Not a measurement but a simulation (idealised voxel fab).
Process module in this document: voxel spacer lines
Cross-section cut: width 195 nm, square cells of 5 nm.
Bands, listed from the top down, are how a cross-section gets written in this document; the cross-section itself is a grid of square cells, and a band is one or more rows of them. Heights first: top, then bottom, in nm. Then materials, left to right, each with a width in nm. "everywhere" on a single material: fills the band edge to edge. "blank": empty space. Note: height 0 marks the level under which the wafer is uniformly one material as received. Lowest band unbounded below, written "top 0, no bottom". Top row gets the first number, bottom row gets the second, and each row in between changes by the same step: that is how a band width like "30 to 40" works. What does "same as before" mean for a step? It means no cell of the cross-section changed in that step. Empty spaces counting at least 8 cells and having no open way to the top are listed in "Closed void listing". The notation width x height at distance is used for each, the distance being from the left edge and all three values in nm. Step line, after settings: the simulator's comment on this step. "overlay nm", when on a step's line for a step with a mask, measures how far to the right of its planned place the mask lay; a negative measure means to the left. Heads up before you read on: it's before/after pairs around one process step each, after side only down to the lowest band that changed, step plus settings under the pair. Pairs can be from different runs of this module, same starting wafer, so only chain a pair onto the one above if its "Before step" entry says so.
-- Before step
  top 0, no bottom = Si everywhere
  Closed void listing: none
-- Resulting Structure
  top 5, bottom 0 = Al2O3 everywhere
  Nothing below the height 0 has changed.
  Closed void listing: none
What step was run between the cross-section before it and the cross-section after it, both above? CONFORMAL_DEP,material Al2O3,thk nm 5
Before step: nothing new to draw here, it's the after view of the pair just above.
-- Resulting Structure
  top 20, bottom 5 = TiN everywhere
  Nothing below the height 5 has changed.
  Closed void listing: none
What step was run between the cross-section before it and the cross-section after it, both above? DIRECTIONAL_DEP,material TiN,thk nm 15
Before step: nothing new to draw here, it's the after view of the pair just above.
-- Resulting Structure
  top 50, bottom 20 = polySi everywhere
  Nothing below the height 20 has changed.
  Closed void listing: none
What step was run between the cross-section before it and the cross-section after it, both above? DIRECTIONAL_DEP,material polySi,thk nm 30
Before step: nothing new to draw here, it's the after view of the pair just above.
-- Resulting Structure
  top 85, bottom 50 = blank (15) | resist (20) | blank (50) | resist (20) | blank (50) | resist (20) | blank (20)
  Nothing below the height 50 has changed.
  Closed void listing: none
What step was run between the cross-section before it and the cross-section after it, both above? PATTERN,tone cover,mask id MANDREL,material resist,width nm 20,pitch nm 70,thk nm 35,overlay nm 0
Before step: nothing new to draw here, it's the after view of the pair just above.
-- Resulting Structure
  top 85, bottom 50 = blank (15) | resist (20) | blank (50) | resist (20) | blank (50) | resist (20) | blank (20)
  top 50, bottom 20 = blank (15) | polySi (20) | blank (50) | polySi (20) | blank (50) | polySi (20) | blank (20)
  Nothing below the height 20 has changed.
  Closed void listing: none
What step was run between the cross-section before it and the cross-section after it, both above? DIRECTIONAL_ETCH,etch materials polySi,depth nm 30
Before step: nothing new to draw here, it's the after view of the pair just above.
-- Resulting Structure
  top 50, bottom 20 = blank (15) | polySi (20) | blank (50) | polySi (20) | blank (50) | polySi (20) | blank (20)
  Nothing below the height 20 has changed.
  Closed void listing: none
What step was run between the cross-section before it and the cross-section after it, both above? STRIP,etch materials resist
Before step: nothing new to draw here, it's the after view of the pair just above.
-- Resulting Structure
  top 65, bottom 50 = SiO2 (50) | blank (20) | SiO2 (50) | blank (20) | SiO2 (50) | blank (5)
  top 50, bottom 35 = SiO2 (15) | polySi (20) | SiO2 (15) | blank (20) | SiO2 (15) | polySi (20) | SiO2 (15) | blank (20) | SiO2 (15) | polySi (20) | SiO2 (15) | blank (5)
  top 35, bottom 20 = SiO2 (15) | polySi (20) | SiO2 (50) | polySi (20) | SiO2 (50) | polySi (20) | SiO2 (20)
  Nothing below the height 20 has changed.
  Closed void listing: none
What step was run between the cross-section before it and the cross-section after it, both above? CONFORMAL_DEP,material SiO2,thk nm 15
Before step: nothing new to draw here, it's the after view of the pair just above.
-- Resulting Structure
  top 50, bottom 20 = SiO2 (15) | polySi (20) | SiO2 (15) | blank (20) | SiO2 (15) | polySi (20) | SiO2 (15) | blank (20) | SiO2 (15) | polySi (20) | SiO2 (15) | blank (5)
  Nothing below the height 20 has changed.
  Closed void listing: none
What step was run between the cross-section before it and the cross-section after it, both above? DIRECTIONAL_ETCH,etch materials SiO2,depth nm 15
Before step: nothing new to draw here, it's the after view of the pair just above.
-- Resulting Structure
  top 50, bottom 20 = SiO2 (15) | blank (20) | SiO2 (15) | blank (20) | SiO2 (15) | blank (20) | SiO2 (15) | blank (20) | SiO2 (15) | blank (20) | SiO2 (15) | blank (5)
  Nothing below the height 20 has changed.
  Closed void listing: none
What step was run between the cross-section before it and the cross-section after it, both above? STRIP,etch materials polySi
Before step: nothing new to draw here, it's the after view of the pair just above.
-- Resulting Structure
  top 50, bottom 20 = SiO2 (15) | blank (20) | SiO2 (15) | blank (20) | SiO2 (15) | blank (20) | SiO2 (15) | blank (20) | SiO2 (15) | blank (20) | SiO2 (15) | blank (5)
  top 20, bottom 5 = TiN (15) | blank (20) | TiN (15) | blank (20) | TiN (15) | blank (20) | TiN (15) | blank (20) | TiN (15) | blank (20) | TiN (15) | blank (5)
  Nothing below the height 5 has changed.
  Closed void listing: none
What step was run between the cross-section before it and the cross-section after it, both above? DIRECTIONAL_ETCH,etch materials TiN,depth nm 15
Before step: nothing new to draw here, it's the after view of the pair just above.
-- Resulting Structure
  top 20, bottom 5 = TiN (15) | blank (20) | TiN (15) | blank (20) | TiN (15) | blank (20) | TiN (15) | blank (20) | TiN (15) | blank (20) | TiN (15) | blank (5)
  Nothing below the height 5 has changed.
  Closed void listing: none
What step was run between the cross-section before it and the cross-section after it, both above? STRIP,etch materials SiO2
-- Before step
  top 0, no bottom = Si everywhere
  Closed void listing: none
-- Resulting Structure
  top 15, bottom 0 = TiN everywhere
  Nothing below the height 0 has changed.
  Closed void listing: none
What step was run between the cross-section before it and the cross-section after it, both above? DIRECTIONAL_DEP,material TiN,thk nm 15
Before step: nothing new to draw here, it's the after view of the pair just above.
-- Resulting Structure
  top 45, bottom 15 = polySi everywhere
  Nothing below the height 15 has changed.
  Closed void listing: none
What step was run between the cross-section before it and the cross-section after it, both above? DIRECTIONAL_DEP,material polySi,thk nm 30
Before step: nothing new to draw here, it's the after view of the pair just above.
-- Resulting Structure
  top 80, bottom 45 = blank (15) | resist (20) | blank (50) | resist (20) | blank (50) | resist (20) | blank (20)
  Nothing below the height 45 has changed.
  Closed void listing: none
What step was run between the cross-section before it and the cross-section after it, both above? PATTERN,tone cover,mask id MANDREL,material resist,width nm 20,pitch nm 70,thk nm 35,overlay nm 0
Before step: nothing new to draw here, it's the after view of the pair just above.
-- Resulting Structure
  top 80, bottom 45 = blank (15) | resist (20) | blank (50) | resist (20) | blank (50) | resist (20) | blank (20)
  top 45, bottom 15 = blank (15) | polySi (20) | blank (50) | polySi (20) | blank (50) | polySi (20) | blank (20)
  Nothing below the height 15 has changed.
  Closed void listing: none
What step was run between the cross-section before it and the cross-section after it, both above? DIRECTIONAL_ETCH,etch materials polySi,depth nm 30
Before step: nothing new to draw here, it's the after view of the pair just above.
-- Resulting Structure
  top 45, bottom 15 = blank (15) | polySi (20) | blank (50) | polySi (20) | blank (50) | polySi (20) | blank (20)
  Nothing below the height 15 has changed.
  Closed void listing: none
What step was run between the cross-section before it and the cross-section after it, both above? STRIP,etch materials resist
Before step: nothing new to draw here, it's the after view of the pair just above.
-- Resulting Structure
  top 60, bottom 45 = SiO2 (50) | blank (20) | SiO2 (50) | blank (20) | SiO2 (50) | blank (5)
  top 45, bottom 30 = SiO2 (15) | polySi (20) | SiO2 (15) | blank (20) | SiO2 (15) | polySi (20) | SiO2 (15) | blank (20) | SiO2 (15) | polySi (20) | SiO2 (15) | blank (5)
  top 30, bottom 15 = SiO2 (15) | polySi (20) | SiO2 (50) | polySi (20) | SiO2 (50) | polySi (20) | SiO2 (20)
  Nothing below the height 15 has changed.
  Closed void listing: none
What step was run between the cross-section before it and the cross-section after it, both above? CONFORMAL_DEP,material SiO2,thk nm 15
Before step: nothing new to draw here, it's the after view of the pair just above.
-- Resulting Structure
  top 45, bottom 15 = SiO2 (15) | polySi (20) | SiO2 (15) | blank (20) | SiO2 (15) | polySi (20) | SiO2 (15) | blank (20) | SiO2 (15) | polySi (20) | SiO2 (15) | blank (5)
  Nothing below the height 15 has changed.
  Closed void listing: none
What step was run between the cross-section before it and the cross-section after it, both above? DIRECTIONAL_ETCH,etch materials SiO2,depth nm 15
Before step: nothing new to draw here, it's the after view of the pair just above.
-- Resulting Structure
  top 45, bottom 15 = SiO2 (15) | blank (20) | SiO2 (15) | blank (20) | SiO2 (15) | blank (20) | SiO2 (15) | blank (20) | SiO2 (15) | blank (20) | SiO2 (15) | blank (5)
  Nothing below the height 15 has changed.
  Closed void listing: none
What step was run between the cross-section before it and the cross-section after it, both above? STRIP,etch materials polySi
Before step: nothing new to draw here, it's the after view of the pair just above.
-- Resulting Structure
  top 45, bottom 15 = SiO2 (15) | blank (20) | SiO2 (15) | blank (20) | SiO2 (15) | blank (20) | SiO2 (15) | blank (20) | SiO2 (15) | blank (20) | SiO2 (15) | blank (5)
  top 15, bottom 0 = TiN (15) | blank (20) | TiN (15) | blank (20) | TiN (15) | blank (20) | TiN (15) | blank (20) | TiN (15) | blank (20) | TiN (15) | blank (5)
  Nothing below the height 0 has changed.
  Closed void listing: none
What step was run between the cross-section before it and the cross-section after it, both above? DIRECTIONAL_ETCH,etch materials TiN,depth nm 15
Before step: nothing new to draw here, it's the after view of the pair just above.
-- Resulting Structure
  top 15, bottom 0 = TiN (15) | blank (20) | TiN (15) | blank (20) | TiN (15) | blank (20) | TiN (15) | blank (20) | TiN (15) | blank (20) | TiN (15) | blank (5)
  Nothing below the height 0 has changed.
  Closed void listing: none
What step was run between the cross-section before it and the cross-section after it, both above? STRIP,etch materials SiO2
-- Before step
  top 20, bottom 5 = TiN everywhere
  top 5, bottom 0 = Al2O3 everywhere
  top 0, no bottom = Si everywhere
  Closed void listing: none
-- Resulting Structure
  top 35, bottom 5 = TiN everywhere
  Nothing below the height 5 has changed.
  Closed void listing: none
What step was run between the cross-section before it and the cross-section after it, both above? DIRECTIONAL_DEP,material TiN,thk nm 15
Before step: nothing new to draw here, it's the after view of the pair just above.
-- Resulting Structure
  top 65, bottom 35 = polySi everywhere
  Nothing below the height 35 has changed.
  Closed void listing: none
What step was run between the cross-section before it and the cross-section after it, both above? DIRECTIONAL_DEP,material polySi,thk nm 30
Before step: nothing new to draw here, it's the after view of the pair just above.
-- Resulting Structure
  top 100, bottom 65 = blank (15) | resist (20) | blank (50) | resist (20) | blank (50) | resist (20) | blank (20)
  Nothing below the height 65 has changed.
  Closed void listing: none
What step was run between the cross-section before it and the cross-section after it, both above? PATTERN,tone cover,mask id MANDREL,material resist,width nm 20,pitch nm 70,thk nm 35,overlay nm 0
Before step: nothing new to draw here, it's the after view of the pair just above.
-- Resulting Structure
  top 100, bottom 65 = blank (15) | resist (20) | blank (50) | resist (20) | blank (50) | resist (20) | blank (20)
  top 65, bottom 35 = blank (15) | polySi (20) | blank (50) | polySi (20) | blank (50) | polySi (20) | blank (20)
  Nothing below the height 35 has changed.
  Closed void listing: none
What step was run between the cross-section before it and the cross-section after it, both above? DIRECTIONAL_ETCH,etch materials polySi,depth nm 30
Before step: nothing new to draw here, it's the after view of the pair just above.
-- Resulting Structure
  top 65, bottom 35 = blank (15) | polySi (20) | blank (50) | polySi (20) | blank (50) | polySi (20) | blank (20)
  Nothing below the height 35 has changed.
  Closed void listing: none
What step was run between the cross-section before it and the cross-section after it, both above? STRIP,etch materials resist
Before step: nothing new to draw here, it's the after view of the pair just above.
-- Resulting Structure
  top 80, bottom 65 = SiO2 (50) | blank (20) | SiO2 (50) | blank (20) | SiO2 (50) | blank (5)
  top 65, bottom 50 = SiO2 (15) | polySi (20) | SiO2 (15) | blank (20) | SiO2 (15) | polySi (20) | SiO2 (15) | blank (20) | SiO2 (15) | polySi (20) | SiO2 (15) | blank (5)
  top 50, bottom 35 = SiO2 (15) | polySi (20) | SiO2 (50) | polySi (20) | SiO2 (50) | polySi (20) | SiO2 (20)
  Nothing below the height 35 has changed.
  Closed void listing: none
What step was run between the cross-section before it and the cross-section after it, both above? CONFORMAL_DEP,material SiO2,thk nm 15
Before step: nothing new to draw here, it's the after view of the pair just above.
-- Resulting Structure
  top 65, bottom 35 = SiO2 (15) | polySi (20) | SiO2 (15) | blank (20) | SiO2 (15) | polySi (20) | SiO2 (15) | blank (20) | SiO2 (15) | polySi (20) | SiO2 (15) | blank (5)
  Nothing below the height 35 has changed.
  Closed void listing: none
What step was run between the cross-section before it and the cross-section after it, both above? DIRECTIONAL_ETCH,etch materials SiO2,depth nm 15
Before step: nothing new to draw here, it's the after view of the pair just above.
-- Resulting Structure
  top 65, bottom 35 = SiO2 (15) | blank (20) | SiO2 (15) | blank (20) | SiO2 (15) | blank (20) | SiO2 (15) | blank (20) | SiO2 (15) | blank (20) | SiO2 (15) | blank (5)
  Nothing below the height 35 has changed.
  Closed void listing: none
What step was run between the cross-section before it and the cross-section after it, both above? STRIP,etch materials polySi
Before step: nothing new to draw here, it's the after view of the pair just above.
-- Resulting Structure
  top 65, bottom 35 = SiO2 (15) | blank (20) | SiO2 (15) | blank (20) | SiO2 (15) | blank (20) | SiO2 (15) | blank (20) | SiO2 (15) | blank (20) | SiO2 (15) | blank (5)
  top 35, bottom 20 = TiN (15) | blank (20) | TiN (15) | blank (20) | TiN (15) | blank (20) | TiN (15) | blank (20) | TiN (15) | blank (20) | TiN (15) | blank (5)
  Nothing below the height 20 has changed.
  Closed void listing: none
What step was run between the cross-section before it and the cross-section after it, both above? DIRECTIONAL_ETCH,etch materials TiN,depth nm 15
Before step: nothing new to draw here, it's the after view of the pair just above.
-- Resulting Structure
  top 35, bottom 20 = TiN (15) | blank (20) | TiN (15) | blank (20) | TiN (15) | blank (20) | TiN (15) | blank (20) | TiN (15) | blank (20) | TiN (15) | blank (5)
  Nothing below the height 20 has changed.
  Closed void listing: none
What step was run between the cross-section before it and the cross-section after it, both above? STRIP,etch materials SiO2
-- Before step
  top 5, bottom 0 = Al2O3 everywhere
  top 0, no bottom = Si everywhere
  Closed void listing: none
-- Resulting Structure
  top 35, bottom 5 = polySi everywhere
  Nothing below the height 5 has changed.
  Closed void listing: none
What step was run between the cross-section before it and the cross-section after it, both above? DIRECTIONAL_DEP,material polySi,thk nm 30
Before step: nothing new to draw here, it's the after view of the pair just above.
-- Resulting Structure
  top 50, bottom 35 = TiN everywhere
  Nothing below the height 35 has changed.
  Closed void listing: none
What step was run between the cross-section before it and the cross-section after it, both above? DIRECTIONAL_DEP,material TiN,thk nm 15
Before step: nothing new to draw here, it's the after view of the pair just above.
-- Resulting Structure
  top 85, bottom 50 = blank (15) | resist (20) | blank (50) | resist (20) | blank (50) | resist (20) | blank (20)
  Nothing below the height 50 has changed.
  Closed void listing: none
What step was run between the cross-section before it and the cross-section after it, both above? PATTERN,tone cover,mask id MANDREL,material resist,width nm 20,pitch nm 70,thk nm 35,overlay nm 0
Before step: nothing new to draw here, it's the after view of the pair just above.
-- Resulting Structure
  top 50, bottom 35 = TiN everywhere
  Nothing below the height 35 has changed.
  Closed void listing: none
What step was run between the cross-section before it and the cross-section after it, both above? STRIP,etch materials resist
Before step: nothing new to draw here, it's the after view of the pair just above.
-- Resulting Structure
  top 65, bottom 50 = SiO2 everywhere
  Nothing below the height 50 has changed.
  Closed void listing: none
What step was run between the cross-section before it and the cross-section after it, both above? CONFORMAL_DEP,material SiO2,thk nm 15
Before step: nothing new to draw here, it's the after view of the pair just above.
-- Resulting Structure
  top 50, bottom 35 = TiN everywhere
  Nothing below the height 35 has changed.
  Closed void listing: none
What step was run between the cross-section before it and the cross-section after it, both above? DIRECTIONAL_ETCH,etch materials SiO2,depth nm 15
Before step: nothing new to draw here, it's the after view of the pair just above.
-- Resulting Structure
  top 35, bottom 5 = polySi everywhere
  Nothing below the height 5 has changed.
  Closed void listing: none
What step was run between the cross-section before it and the cross-section after it, both above? DIRECTIONAL_ETCH,etch materials TiN,depth nm 15
-- Before step
  top 50, bottom 20 = SiO2 (15) | blank (20) | SiO2 (15) | blank (20) | SiO2 (15) | blank (20) | SiO2 (15) | blank (20) | SiO2 (15) | blank (20) | SiO2 (15) | blank (5)
  top 20, bottom 5 = TiN everywhere
  top 5, bottom 0 = Al2O3 everywhere
  top 0, no bottom = Si everywhere
  Closed void listing: none
-- Resulting Structure
  top 50, bottom 20 = SiO2 (15) | blank (20) | SiO2 (15) | blank (20) | SiO2 (15) | blank (20) | SiO2 (15) | blank (20) | SiO2 (15) | blank (20) | SiO2 (15) | blank (5)
  top 20, bottom 10 = TiN (15) | blank (20) | TiN (15) | blank (20) | TiN (15) | blank (20) | TiN (15) | blank (20) | TiN (15) | blank (20) | TiN (15) | blank (5)
  Nothing below the height 10 has changed.
  Closed void listing: none
What step was run between the cross-section before it and the cross-section after it, both above? DIRECTIONAL_ETCH,etch materials TiN,depth nm 10
Before step: nothing new to draw here, it's the after view of the pair just above.
-- Resulting Structure
  top 20, bottom 10 = TiN (15) | blank (20) | TiN (15) | blank (20) | TiN (15) | blank (20) | TiN (15) | blank (20) | TiN (15) | blank (20) | TiN (15) | blank (5)
  Nothing below the height 10 has changed.
  Closed void listing: none
What step was run between the cross-section before it and the cross-section after it, both above? STRIP,etch materials SiO2
-- Before step
  top 50, bottom 20 = polySi everywhere
  top 20, bottom 5 = TiN everywhere
  top 5, bottom 0 = Al2O3 everywhere
  top 0, no bottom = Si everywhere
  Closed void listing: none
-- Resulting Structure
  top 85, bottom 50 = blank (20) | resist (15) | blank (55) | resist (15) | blank (55) | resist (15) | blank (20)
  Nothing below the height 50 has changed.
  Closed void listing: none
What step was run between the cross-section before it and the cross-section after it, both above? PATTERN,tone cover,mask id MANDREL,material resist,width nm 15,pitch nm 70,thk nm 35,overlay nm 0
Before step: nothing new to draw here, it's the after view of the pair just above.
-- Resulting Structure
  top 85, bottom 50 = blank (20) | resist (15) | blank (55) | resist (15) | blank (55) | resist (15) | blank (20)
  top 50, bottom 20 = blank (20) | polySi (15) | blank (55) | polySi (15) | blank (55) | polySi (15) | blank (20)
  Nothing below the height 20 has changed.
  Closed void listing: none
What step was run between the cross-section before it and the cross-section after it, both above? DIRECTIONAL_ETCH,etch materials polySi,depth nm 30
Before step: nothing new to draw here, it's the after view of the pair just above.
-- Resulting Structure
  top 50, bottom 20 = blank (20) | polySi (15) | blank (55) | polySi (15) | blank (55) | polySi (15) | blank (20)
  Nothing below the height 20 has changed.
  Closed void listing: none
What step was run between the cross-section before it and the cross-section after it, both above? STRIP,etch materials resist
Before step: nothing new to draw here, it's the after view of the pair just above.
-- Resulting Structure
  top 65, bottom 50 = blank (5) | SiO2 (45) | blank (25) | SiO2 (45) | blank (25) | SiO2 (45) | blank (5)
  top 50, bottom 35 = blank (5) | SiO2 (15) | polySi (15) | SiO2 (15) | blank (25) | SiO2 (15) | polySi (15) | SiO2 (15) | blank (25) | SiO2 (15) | polySi (15) | SiO2 (15) | blank (5)
  top 35, bottom 20 = SiO2 (20) | polySi (15) | SiO2 (55) | polySi (15) | SiO2 (55) | polySi (15) | SiO2 (20)
  Nothing below the height 20 has changed.
  Closed void listing: none
What step was run between the cross-section before it and the cross-section after it, both above? CONFORMAL_DEP,material SiO2,thk nm 15
Before step: nothing new to draw here, it's the after view of the pair just above.
-- Resulting Structure
  top 50, bottom 20 = blank (5) | SiO2 (15) | polySi (15) | SiO2 (15) | blank (25) | SiO2 (15) | polySi (15) | SiO2 (15) | blank (25) | SiO2 (15) | polySi (15) | SiO2 (15) | blank (5)
  Nothing below the height 20 has changed.
  Closed void listing: none
What step was run between the cross-section before it and the cross-section after it, both above? DIRECTIONAL_ETCH,etch materials SiO2,depth nm 15
Before step: nothing new to draw here, it's the after view of the pair just above.
-- Resulting Structure
  top 50, bottom 20 = blank (5) | SiO2 (15) | blank (15) | SiO2 (15) | blank (25) | SiO2 (15) | blank (15) | SiO2 (15) | blank (25) | SiO2 (15) | blank (15) | SiO2 (15) | blank (5)
  Nothing below the height 20 has changed.
  Closed void listing: none
What step was run between the cross-section before it and the cross-section after it, both above? STRIP,etch materials polySi
Before step: nothing new to draw here, it's the after view of the pair just above.
-- Resulting Structure
  top 50, bottom 20 = blank (5) | SiO2 (15) | blank (15) | SiO2 (15) | blank (25) | SiO2 (15) | blank (15) | SiO2 (15) | blank (25) | SiO2 (15) | blank (15) | SiO2 (15) | blank (5)
  top 20, bottom 5 = blank (5) | TiN (15) | blank (15) | TiN (15) | blank (25) | TiN (15) | blank (15) | TiN (15) | blank (25) | TiN (15) | blank (15) | TiN (15) | blank (5)
  Nothing below the height 5 has changed.
  Closed void listing: none
What step was run between the cross-section before it and the cross-section after it, both above? DIRECTIONAL_ETCH,etch materials TiN,depth nm 15
Before step: nothing new to draw here, it's the after view of the pair just above.
-- Resulting Structure
  top 20, bottom 5 = blank (5) | TiN (15) | blank (15) | TiN (15) | blank (25) | TiN (15) | blank (15) | TiN (15) | blank (25) | TiN (15) | blank (15) | TiN (15) | blank (5)
  Nothing below the height 5 has changed.
  Closed void listing: none
What step was run between the cross-section before it and the cross-section after it, both above? STRIP,etch materials SiO2
-- Before step
  top 50, bottom 20 = polySi everywhere
  top 20, bottom 5 = TiN everywhere
  top 5, bottom 0 = Al2O3 everywhere
  top 0, no bottom = Si everywhere
  Closed void listing: none
-- Resulting Structure
  top 85, bottom 50 = blank (20) | resist (20) | blank (50) | resist (20) | blank (50) | resist (20) | blank (15)
  Nothing below the height 50 has changed.
  Closed void listing: none
What step was run between the cross-section before it and the cross-section after it, both above? PATTERN,tone cover,mask id MANDREL,material resist,width nm 20,pitch nm 70,thk nm 35,overlay nm 5
Before step: nothing new to draw here, it's the after view of the pair just above.
-- Resulting Structure
  top 85, bottom 50 = blank (20) | resist (20) | blank (50) | resist (20) | blank (50) | resist (20) | blank (15)
  top 50, bottom 20 = blank (20) | polySi (20) | blank (50) | polySi (20) | blank (50) | polySi (20) | blank (15)
  Nothing below the height 20 has changed.
  Closed void listing: none
What step was run between the cross-section before it and the cross-section after it, both above? DIRECTIONAL_ETCH,etch materials polySi,depth nm 30
Before step: nothing new to draw here, it's the after view of the pair just above.
-- Resulting Structure
  top 50, bottom 20 = blank (20) | polySi (20) | blank (50) | polySi (20) | blank (50) | polySi (20) | blank (15)
  Nothing below the height 20 has changed.
  Closed void listing: none
What step was run between the cross-section before it and the cross-section after it, both above? STRIP,etch materials resist
Before step: nothing new to draw here, it's the after view of the pair just above.
-- Resulting Structure
  top 65, bottom 50 = blank (5) | SiO2 (50) | blank (20) | SiO2 (50) | blank (20) | SiO2 (50)
  top 50, bottom 35 = blank (5) | SiO2 (15) | polySi (20) | SiO2 (15) | blank (20) | SiO2 (15) | polySi (20) | SiO2 (15) | blank (20) | SiO2 (15) | polySi (20) | SiO2 (15)
  top 35, bottom 20 = SiO2 (20) | polySi (20) | SiO2 (50) | polySi (20) | SiO2 (50) | polySi (20) | SiO2 (15)
  Nothing below the height 20 has changed.
  Closed void listing: none
What step was run between the cross-section before it and the cross-section after it, both above? CONFORMAL_DEP,material SiO2,thk nm 15
Before step: nothing new to draw here, it's the after view of the pair just above.
-- Resulting Structure
  top 50, bottom 20 = blank (5) | SiO2 (15) | polySi (20) | SiO2 (15) | blank (20) | SiO2 (15) | polySi (20) | SiO2 (15) | blank (20) | SiO2 (15) | polySi (20) | SiO2 (15)
  Nothing below the height 20 has changed.
  Closed void listing: none
What step was run between the cross-section before it and the cross-section after it, both above? DIRECTIONAL_ETCH,etch materials SiO2,depth nm 15
Before step: nothing new to draw here, it's the after view of the pair just above.
-- Resulting Structure
  top 50, bottom 20 = blank (5) | SiO2 (15) | blank (20) | SiO2 (15) | blank (20) | SiO2 (15) | blank (20) | SiO2 (15) | blank (20) | SiO2 (15) | blank (20) | SiO2 (15)
  Nothing below the height 20 has changed.
  Closed void listing: none
What step was run between the cross-section before it and the cross-section after it, both above? STRIP,etch materials polySi
Before step: nothing new to draw here, it's the after view of the pair just above.
-- Resulting Structure
  top 50, bottom 20 = blank (5) | SiO2 (15) | blank (20) | SiO2 (15) | blank (20) | SiO2 (15) | blank (20) | SiO2 (15) | blank (20) | SiO2 (15) | blank (20) | SiO2 (15)
  top 20, bottom 5 = blank (5) | TiN (15) | blank (20) | TiN (15) | blank (20) | TiN (15) | blank (20) | TiN (15) | blank (20) | TiN (15) | blank (20) | TiN (15)
  Nothing below the height 5 has changed.
  Closed void listing: none
What step was run between the cross-section before it and the cross-section after it, both above? DIRECTIONAL_ETCH,etch materials TiN,depth nm 15
Before step: nothing new to draw here, it's the after view of the pair just above.
-- Resulting Structure
  top 20, bottom 5 = blank (5) | TiN (15) | blank (20) | TiN (15) | blank (20) | TiN (15) | blank (20) | TiN (15) | blank (20) | TiN (15) | blank (20) | TiN (15)
  Nothing below the height 5 has changed.
  Closed void listing: none
What step was run between the cross-section before it and the cross-section after it, both above? STRIP,etch materials SiO2
-- Before step
  top 0, no bottom = Si everywhere
  Closed void listing: none
-- Resulting Structure
  top 5, bottom 0 = polySi everywhere
  Nothing below the height 0 has changed.
  Closed void listing: none
What step was run between the cross-section before it and the cross-section after it, both above? CONFORMAL_DEP,material polySi,thk nm 5
Before step: nothing new to draw here, it's the after view of the pair just above.
-- Resulting Structure
  top 20, bottom 5 = TiN everywhere
  Nothing below the height 5 has changed.
  Closed void listing: none
What step was run between the cross-section before it and the cross-section after it, both above? DIRECTIONAL_DEP,material TiN,thk nm 15
Before step: nothing new to draw here, it's the after view of the pair just above.
-- Resulting Structure
  top 50, bottom 20 = polySi everywhere
  Nothing below the height 20 has changed.
  Closed void listing: none
What step was run between the cross-section before it and the cross-section after it, both above? DIRECTIONAL_DEP,material polySi,thk nm 30
Before step: nothing new to draw here, it's the after view of the pair just above.
-- Resulting Structure
  top 85, bottom 50 = blank (15) | resist (20) | blank (50) | resist (20) | blank (50) | resist (20) | blank (20)
  Nothing below the height 50 has changed.
  Closed void listing: none
What step was run between the cross-section before it and the cross-section after it, both above? PATTERN,tone cover,mask id MANDREL,material resist,width nm 20,pitch nm 70,thk nm 35,overlay nm 0
Before step: nothing new to draw here, it's the after view of the pair just above.
-- Resulting Structure
  top 85, bottom 50 = blank (15) | resist (20) | blank (50) | resist (20) | blank (50) | resist (20) | blank (20)
  top 50, bottom 20 = blank (15) | polySi (20) | blank (50) | polySi (20) | blank (50) | polySi (20) | blank (20)
  Nothing below the height 20 has changed.
  Closed void listing: none
What step was run between the cross-section before it and the cross-section after it, both above? DIRECTIONAL_ETCH,etch materials polySi,depth nm 30
Before step: nothing new to draw here, it's the after view of the pair just above.
-- Resulting Structure
  top 50, bottom 20 = blank (15) | polySi (20) | blank (50) | polySi (20) | blank (50) | polySi (20) | blank (20)
  Nothing below the height 20 has changed.
  Closed void listing: none
What step was run between the cross-section before it and the cross-section after it, both above? STRIP,etch materials resist
Before step: nothing new to draw here, it's the after view of the pair just above.
-- Resulting Structure
  top 65, bottom 50 = SiO2 (50) | blank (20) | SiO2 (50) | blank (20) | SiO2 (50) | blank (5)
  top 50, bottom 35 = SiO2 (15) | polySi (20) | SiO2 (15) | blank (20) | SiO2 (15) | polySi (20) | SiO2 (15) | blank (20) | SiO2 (15) | polySi (20) | SiO2 (15) | blank (5)
  top 35, bottom 20 = SiO2 (15) | polySi (20) | SiO2 (50) | polySi (20) | SiO2 (50) | polySi (20) | SiO2 (20)
  Nothing below the height 20 has changed.
  Closed void listing: none
What step was run between the cross-section before it and the cross-section after it, both above? CONFORMAL_DEP,material SiO2,thk nm 15
Before step: nothing new to draw here, it's the after view of the pair just above.
-- Resulting Structure
  top 50, bottom 20 = SiO2 (15) | polySi (20) | SiO2 (15) | blank (20) | SiO2 (15) | polySi (20) | SiO2 (15) | blank (20) | SiO2 (15) | polySi (20) | SiO2 (15) | blank (5)
  Nothing below the height 20 has changed.
  Closed void listing: none
What step was run between the cross-section before it and the cross-section after it, both above? DIRECTIONAL_ETCH,etch materials SiO2,depth nm 15
Before step: nothing new to draw here, it's the after view of the pair just above.
-- Resulting Structure
  top 50, bottom 20 = SiO2 (15) | blank (20) | SiO2 (15) | blank (20) | SiO2 (15) | blank (20) | SiO2 (15) | blank (20) | SiO2 (15) | blank (20) | SiO2 (15) | blank (5)
  Nothing below the height 20 has changed.
  Closed void listing: none
What step was run between the cross-section before it and the cross-section after it, both above? STRIP,etch materials polySi
Before step: nothing new to draw here, it's the after view of the pair just above.
-- Resulting Structure
  top 50, bottom 20 = SiO2 (15) | blank (20) | SiO2 (15) | blank (20) | SiO2 (15) | blank (20) | SiO2 (15) | blank (20) | SiO2 (15) | blank (20) | SiO2 (15) | blank (5)
  top 20, bottom 5 = TiN (15) | blank (20) | TiN (15) | blank (20) | TiN (15) | blank (20) | TiN (15) | blank (20) | TiN (15) | blank (20) | TiN (15) | blank (5)
  Nothing below the height 5 has changed.
  Closed void listing: none
What step was run between the cross-section before it and the cross-section after it, both above? DIRECTIONAL_ETCH,etch materials TiN,depth nm 15
Before step: nothing new to draw here, it's the after view of the pair just above.
-- Resulting Structure
  top 20, bottom 5 = TiN (15) | blank (20) | TiN (15) | blank (20) | TiN (15) | blank (20) | TiN (15) | blank (20) | TiN (15) | blank (20) | TiN (15) | blank (5)
  Nothing below the height 5 has changed.
  Closed void listing: none
What step was run between the cross-section before it and the cross-section after it, both above? STRIP,etch materials SiO2
-- Before step
  top 50, bottom 20 = polySi everywhere
  top 20, bottom 5 = TiN everywhere
  top 5, bottom 0 = Al2O3 everywhere
  top 0, no bottom = Si everywhere
  Closed void listing: none
-- Resulting Structure
  top 85, bottom 50 = resist (15) | blank (20) | resist (50) | blank (20) | resist (50) | blank (20) | resist (20)
  Nothing below the height 50 has changed.
  Closed void listing: none
What step was run between the cross-section before it and the cross-section after it, both above? PATTERN,tone open,mask id MANDREL,material resist,width nm 20,pitch nm 70,thk nm 35,overlay nm 0
Before step: nothing new to draw here, it's the after view of the pair just above.
-- Resulting Structure
  top 85, bottom 50 = resist (15) | blank (20) | resist (50) | blank (20) | resist (50) | blank (20) | resist (20)
  top 50, bottom 20 = polySi (15) | blank (20) | polySi (50) | blank (20) | polySi (50) | blank (20) | polySi (20)
  Nothing below the height 20 has changed.
  Closed void listing: none
What step was run between the cross-section before it and the cross-section after it, both above? DIRECTIONAL_ETCH,etch materials polySi,depth nm 30
